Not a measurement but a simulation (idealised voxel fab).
This section sets out a process module, namely voxel spacer lines.
Cross-sectional view cut (width: 175 nm; square cell size: 5 nm).
Just so we're on the same page, the cross-sections are grids of square cells, and they're listed out in bands top to bottom, each band one or more rows deep.
First you get the band's top height and its bottom height, in nm, and then the materials it's made of, left to right, with each width in nm. If you see a single material with "everywhere", that one covers the band edge to edge. "blank" is empty space.
Height datum 0, below which the as-received substrate wafer is one material. Lowest band open at the bottom, running downward: "0 and below".
With a width like "30 to 40", each row of cells in the band differs from the next by the same amount, the top row carrying the first number and the bottom row the second.
"nothing got changed" -> step changed no cross-section cell.
Entry "Completely sealed voids" = empty spaces >= 8 cells with no open way to the top; each as width x height at distance, distance from left edge, all nm.
Where a step's line continues beyond its settings, the continuation is a remark by the simulator itself on that step.
You can add "overlay nm" to a step's line. For a step with a mask, it describes how far the mask lay to the right of its planned position, and a negative number describes a lay to the left.

**Process steps (planned)**
step 1: RECEIVE with material Si
step 2: CONFORMAL_DEP with material Al2O3, thk nm 5
step 3: DIRECTIONAL_DEP with material SiN, thk nm 15
step 4: DIRECTIONAL_DEP with material aC, thk nm 25
step 5: PATTERN with tone cover, mask id MANDREL, material resist, width nm 15, pitch nm 50, thk nm 30, overlay nm 0
step 6: DIRECTIONAL_ETCH with etch materials aC, depth nm 25
step 7: STRIP with etch materials resist
step 8: CONFORMAL_DEP with material SiO2, thk nm 10
step 9: DIRECTIONAL_ETCH with etch materials SiO2, depth nm 10
step 10: STRIP with etch materials aC
step 11: DIRECTIONAL_ETCH with etch materials SiN, depth nm 15
step 12: STRIP with etch materials SiO2

**Shown in cross-section is the wafer as received, that is, as it stands after step 1**
- 0 and below: Si everywhere
- Completely sealed voids: none

**Post-module cross-section of the first of two wafers (run per plan)**
- 20 down to 5: blank 20, SiN 10, blank 15, SiN 10, blank 15, SiN 10, blank 15, SiN 10, blank 15, SiN 10, blank 15, SiN 10, blank 20
- 5 down to 0: Al2O3 everywhere
- 0 and below: Si everywhere
- Completely sealed voids: none

**End of module, second wafer, cross-section. Started like the first, planned like the first, run with one mistake**
- 10 down to 5: blank 20, SiN 10, blank 15, SiN 10, blank 15, SiN 10, blank 15, SiN 10, blank 15, SiN 10, blank 15, SiN 10, blank 20
- 5 down to 0: Al2O3 everywhere
- 0 and below: Si everywhere
- Completely sealed voids: none
Finding, execution versus plan: heads up, step 3 didn't go per plan, it actually ran as DIRECTIONAL_DEP with material SiN, thk nm 5
Heads up, by the end the second wafer has more or fewer cells of some materials compared to the first: SiN -24
